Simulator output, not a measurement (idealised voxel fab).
This is a process module. Its name is voxel capacitor over wiring.
Cross-section cut: width 235 nm, square cells of 5 nm.
This document writes a cross-section as a grid whose cells are square, and gives it as bands, listed from the top down; one or more rows of cells form a band.
Band: top height; bottom height; in nm. Then, left to right: material with width in nm, for each material. "throughout": a single material spanning edge to edge. "empty": empty space.
All heights in this document are referenced to 0, defined as the level beneath which the wafer, as received, consists entirely of one material. The lowest band is not bounded below; it extends indefinitely downward and is written in the form "top 0, no bottom".
Width "30->40": first value at the band's top row of cells, second value at its bottom row, equal change from row to row.
When a step is marked "no modifications", none of the cells in the cross-section changed during that step.
Under "Sealed internal voids" you'll find the enclosed gaps, the ones with no way out to the top, that are 8 cells or bigger; each reads width x height at distance, with distance counted from the left edge, everything in nm.
Whatever follows a step's settings on its line is a remark the simulator itself makes about that step.
overlay nm: for a step with a mask, the amount by which the mask lay right of where it was planned; a negative amount means left of it.

[The process steps that were planned are listed below]
1,RECEIVE: material Si
2,CONFORMAL_DEP: material SiO2, thk nm 15
3,DIRECTIONAL_DEP: material TiN, thk nm 5
4,DIRECTIONAL_DEP: material Ru, thk nm 20
5,DIRECTIONAL_DEP: material aC, thk nm 10
6,PATTERN: tone cover, mask id METAL_1, material resist, width nm 20, pitch nm 90, thk nm 30, overlay nm 0
7,DIRECTIONAL_ETCH: etch materials aC, depth nm 10
8,STRIP: etch materials resist
9,DIRECTIONAL_ETCH: etch materials Ru, depth nm 20
10,DIRECTIONAL_ETCH: etch materials TiN, depth nm 5
11,STRIP: etch materials aC
12,FILL_DEP: material SiO2, thk nm 10
13,CMP: height nm 40
14,CONFORMAL_DEP: material SiCN, thk nm 5
15,DIRECTIONAL_DEP: material lowk, thk nm 15
16,MASKED_ETCH: tone open, mask id PLUG_1, width nm 15, etch materials lowk, depth nm 15, overlay nm 0
17,MASKED_ETCH: tone open, mask id PLUG_1, width nm 15, etch materials SiCN, depth nm 5, overlay nm 0
18,CONFORMAL_DEP: material TiN, thk nm 5
19,FILL_DEP: material Ru, thk nm 10
20,CMP: height nm 60
21,DIRECTIONAL_DEP: material TiN, thk nm 10
22,DIRECTIONAL_DEP: material Al2O3, thk nm 5
23,DIRECTIONAL_DEP: material TiN, thk nm 5
24,PATTERN: tone cover, mask id UPPER_PLATE, material resist, width nm 75, thk nm 20, overlay nm 0
25,DIRECTIONAL_ETCH: etch materials TiN, depth nm 5
26,DIRECTIONAL_ETCH: etch materials Al2O3, depth nm 5
27,STRIP: etch materials resist
28,PATTERN: tone cover, mask id LOWER_PLATE, material resist, width nm 85, thk nm 15, overlay nm 0
29,DIRECTIONAL_ETCH: etch materials TiN, depth nm 10
30,STRIP: etch materials resist
31,FILL_DEP: material SiO2, thk nm 15
32,CMP: height nm 90
33,MASKED_ETCH: tone open, mask id PLUG_2, width nm 15, etch materials SiO2, depth nm 10, overlay nm 0
34,CONFORMAL_DEP: material TiN, thk nm 5
35,FILL_DEP: material Ru, thk nm 10
36,CMP: height nm 90
37,CONFORMAL_DEP: material SiN, thk nm 5

[first wafer, as planned]

[Received-state cross-section, reflecting completion of step 1]
- top 0, no bottom  Si throughout
- Sealed internal voids: none

[Wafer xsec, post step 2]
- top 15, bottom 0  SiO2 throughout
- No changes below 0.

[Wafer xsec, post step 3]
- top 20, bottom 15  TiN throughout
- No changes below 15.

[Wafer xsec, post step 4]
- top 40, bottom 20  Ru throughout
- No changes below 20.

[Wafer xsec, post step 5]
- top 50, bottom 40  aC throughout
- No changes below 40.

[Wafer xsec, post step 6]
- top 80, bottom 50  60 nm empty  20 nm resist  70 nm empty  20 nm resist  65 nm empty
- No changes below 50.

[Wafer xsec, post step 7]
- top 70, bottom 50  60 nm empty  20 nm resist  70 nm empty  20 nm resist  65 nm empty
- top 50, bottom 40  60 nm empty  20 nm aC  70 nm empty  20 nm aC  65 nm empty
- No changes below 40.

[Wafer xsec, post step 8]
- top 50, bottom 40  60 nm empty  20 nm aC  70 nm empty  20 nm aC  65 nm empty
- No changes below 40.

[Wafer xsec, post step 9]
- top 50, bottom 40  60 nm empty  20 nm aC  70 nm empty  20 nm aC  65 nm empty
- top 40, bottom 20  60 nm empty  20 nm Ru  70 nm empty  20 nm Ru  65 nm empty
- No changes below 20.

[Wafer xsec, post step 10]
- top 50, bottom 40  60 nm empty  20 nm aC  70 nm empty  20 nm aC  65 nm empty
- top 40, bottom 20  60 nm empty  20 nm Ru  70 nm empty  20 nm Ru  65 nm empty
- top 20, bottom 15  60 nm empty  20 nm TiN  70 nm empty  20 nm TiN  65 nm empty
- No changes below 15.

[Wafer xsec, post step 11]
- top 40, bottom 20  60 nm empty  20 nm Ru  70 nm empty  20 nm Ru  65 nm empty
- No changes below 20.

[Wafer xsec, post step 12]
- top 50, bottom 40  SiO2 throughout
- top 40, bottom 20  60 nm SiO2  20 nm Ru  70 nm SiO2  20 nm Ru  65 nm SiO2
- top 20, bottom 15  60 nm SiO2  20 nm TiN  70 nm SiO2  20 nm TiN  65 nm SiO2
- No changes below 15.

[Wafer xsec, post step 13]
- top 40, bottom 20  60 nm SiO2  20 nm Ru  70 nm SiO2  20 nm Ru  65 nm SiO2
- No changes below 20.

[Wafer xsec, post step 14]
- top 45, bottom 40  SiCN throughout
- No changes below 40.

[Wafer xsec, post step 15]
- top 60, bottom 45  lowk throughout
- No changes below 45.

[Wafer xsec, post step 16]
- top 60, bottom 45  65 nm lowk  15 nm empty  155 nm lowk
- No changes below 45.

[Wafer xsec, post step 17]
- top 60, bottom 45  65 nm lowk  15 nm empty  155 nm lowk
- top 45, bottom 40  65 nm SiCN  15 nm empty  155 nm SiCN
- No changes below 40.

[Wafer xsec, post step 18]
- top 65, bottom 60  70 nm TiN  5 nm empty  160 nm TiN
- top 60, bottom 45  65 nm lowk  5 nm TiN  5 nm empty  5 nm TiN  155 nm lowk
- top 45, bottom 40  65 nm SiCN  15 nm TiN  155 nm SiCN
- No changes below 40.

[Wafer xsec, post step 19]
- top 75, bottom 65  Ru throughout
- top 65, bottom 60  70 nm TiN  5 nm Ru  160 nm TiN
- top 60, bottom 45  65 nm lowk  5 nm TiN  5 nm Ru  5 nm TiN  155 nm lowk
- No changes below 45.

[Wafer xsec, post step 20]
- top 60, bottom 45  65 nm lowk  5 nm TiN  5 nm Ru  5 nm TiN  155 nm lowk
- No changes below 45.

[Wafer xsec, post step 21]
- top 70, bottom 60  TiN throughout
- No changes below 60.

[Wafer xsec, post step 22]
- top 75, bottom 70  Al2O3 throughout
- No changes below 70.

[Wafer xsec, post step 23]
- top 80, bottom 75  TiN throughout
- No changes below 75.

[Wafer xsec, post step 24]
- top 100, bottom 80  65 nm empty  75 nm resist  95 nm empty
- No changes below 80.

[Wafer xsec, post step 25]
- top 100, bottom 80  65 nm empty  75 nm resist  95 nm empty
- top 80, bottom 75  65 nm empty  75 nm TiN  95 nm empty
- No changes below 75.

[Wafer xsec, post step 26]
- top 100, bottom 80  65 nm empty  75 nm resist  95 nm empty
- top 80, bottom 75  65 nm empty  75 nm TiN  95 nm empty
- top 75, bottom 70  65 nm empty  75 nm Al2O3  95 nm empty
- No changes below 70.

[Wafer xsec, post step 27]
- top 80, bottom 75  65 nm empty  75 nm TiN  95 nm empty
- No changes below 75.

[Wafer xsec, post step 28]
- top 95, bottom 80  60 nm empty  85 nm resist  90 nm empty
- top 80, bottom 75  60 nm empty  5 nm resist  75 nm TiN  5 nm resist  90 nm empty
- top 75, bottom 70  60 nm empty  5 nm resist  75 nm Al2O3  5 nm resist  90 nm empty
- No changes below 70.

[Wafer xsec, post step 29]
- top 95, bottom 80  60 nm empty  85 nm resist  90 nm empty
- top 80, bottom 75  60 nm empty  5 nm resist  75 nm TiN  5 nm resist  90 nm empty
- top 75, bottom 70  60 nm empty  5 nm resist  75 nm Al2O3  5 nm resist  90 nm empty
- top 70, bottom 60  60 nm empty  85 nm TiN  90 nm empty
- No changes below 60.

[Wafer xsec, post step 30]
- top 80, bottom 75  65 nm empty  75 nm TiN  95 nm empty
- top 75, bottom 70  65 nm empty  75 nm Al2O3  95 nm empty
- No changes below 70.

[Wafer xsec, post step 31]
- top 95, bottom 80  SiO2 throughout
- top 80, bottom 75  65 nm SiO2  75 nm TiN  95 nm SiO2
- top 75, bottom 70  65 nm SiO2  75 nm Al2O3  95 nm SiO2
- top 70, bottom 60  60 nm SiO2  85 nm TiN  90 nm SiO2
- No changes below 60.

[Wafer xsec, post step 32]
- top 90, bottom 80  SiO2 throughout
- No changes below 80.

[Wafer xsec, post step 33]
- top 90, bottom 80  75 nm SiO2  15 nm empty  145 nm SiO2
- No changes below 80.

[Wafer xsec, post step 34]
- top 95, bottom 90  80 nm TiN  5 nm empty  150 nm TiN
- top 90, bottom 85  75 nm SiO2  5 nm TiN  5 nm empty  5 nm TiN  145 nm SiO2
- top 85, bottom 75  75->65 nm SiO2  15->75 nm TiN  145->95 nm SiO2
- No changes below 75.

[Wafer xsec, post step 35]
- top 105, bottom 95  Ru throughout
- top 95, bottom 90  80 nm TiN  5 nm Ru  150 nm TiN
- top 90, bottom 85  75 nm SiO2  5 nm TiN  5 nm Ru  5 nm TiN  145 nm SiO2
- No changes below 85.

[Wafer xsec, post step 36]
- top 90, bottom 85  75 nm SiO2  5 nm TiN  5 nm Ru  5 nm TiN  145 nm SiO2
- No changes below 85.

[Wafer xsec, post step 37]
- top 95, bottom 90  SiN throughout
- No changes below 90.

[For the second wafer, take the first wafer's start and plan, then add one mistake made in running it; everything through step 23, that step included, is shared with the first]

[Cross-section: second wafer, time at which step 24 was scheduled to end]
- top 100, bottom 80  70 nm empty  75 nm resist  90 nm empty
- No changes below 80.

[Cross-section: second wafer, time at which step 25 was scheduled to end]
- top 100, bottom 80  70 nm empty  75 nm resist  90 nm empty
- top 80, bottom 75  70 nm empty  75 nm TiN  90 nm empty
- No changes below 75.

[Cross-section: second wafer, time at which step 26 was scheduled to end]
- top 100, bottom 80  70 nm empty  75 nm resist  90 nm empty
- top 80, bottom 75  70 nm empty  75 nm TiN  90 nm empty
- top 75, bottom 70  70 nm empty  75 nm Al2O3  90 nm empty
- No changes below 70.

[Cross-section: second wafer, time at which step 27 was scheduled to end]
- top 80, bottom 75  70 nm empty  75 nm TiN  90 nm empty
- No changes below 75.

[Cross-section: second wafer, time at which step 28 was scheduled to end]
- top 95, bottom 80  60 nm empty  85 nm resist  90 nm empty
- top 80, bottom 75  60 nm empty  10 nm resist  75 nm TiN  90 nm empty
- top 75, bottom 70  60 nm empty  10 nm resist  75 nm Al2O3  90 nm empty
- No changes below 70.

[Cross-section: second wafer, time at which step 29 was scheduled to end]
- top 95, bottom 80  60 nm empty  85 nm resist  90 nm empty
- top 80, bottom 75  60 nm empty  10 nm resist  75 nm TiN  90 nm empty
- top 75, bottom 70  60 nm empty  10 nm resist  75 nm Al2O3  90 nm empty
- top 70, bottom 60  60 nm empty  85 nm TiN  90 nm empty
- No changes below 60.

[Cross-section: second wafer, time at which step 30 was scheduled to end]
- top 80, bottom 75  70 nm empty  75 nm TiN  90 nm empty
- top 75, bottom 70  70 nm empty  75 nm Al2O3  90 nm empty
- No changes below 70.

[Cross-section: second wafer, time at which step 31 was scheduled to end]
- top 95, bottom 80  SiO2 throughout
- top 80, bottom 75  70 nm SiO2  75 nm TiN  90 nm SiO2
- top 75, bottom 70  70 nm SiO2  75 nm Al2O3  90 nm SiO2
- top 70, bottom 60  60 nm SiO2  85 nm TiN  90 nm SiO2
- No changes below 60.

[Cross-section: second wafer, time at which step 32 was scheduled to end]
- top 90, bottom 80  SiO2 throughout
- No changes below 80.

[Cross-section: second wafer, time at which step 33 was scheduled to end]
- top 90, bottom 80  75 nm SiO2  15 nm empty  145 nm SiO2
- No changes below 80.

[Cross-section: second wafer, time at which step 34 was scheduled to end]
- top 95, bottom 90  80 nm TiN  5 nm empty  150 nm TiN
- top 90, bottom 85  75 nm SiO2  5 nm TiN  5 nm empty  5 nm TiN  145 nm SiO2
- top 85, bottom 75  75->70 nm SiO2  15->75 nm TiN  145->90 nm SiO2
- No changes below 75.

[Cross-section: second wafer, time at which step 35 was scheduled to end]
- top 105, bottom 95  Ru throughout
- top 95, bottom 90  80 nm TiN  5 nm Ru  150 nm TiN
- top 90, bottom 85  75 nm SiO2  5 nm TiN  5 nm Ru  5 nm TiN  145 nm SiO2
- No changes below 85.

[Cross-section: second wafer, time at which step 36 was scheduled to end]
- top 90, bottom 85  75 nm SiO2  5 nm TiN  5 nm Ru  5 nm TiN  145 nm SiO2
- No changes below 85.

[Cross-section: second wafer, time at which step 37 was scheduled to end]
- top 95, bottom 90  SiN throughout
- No changes below 90.
Processing error: step 24 changed vs plan, executed as PATTERN: tone cover, mask id UPPER_PLATE, material resist, width nm 75, thk nm 20, overlay nm 5
at the end the second wafer has, in cells: as many of each material as the first, in other places
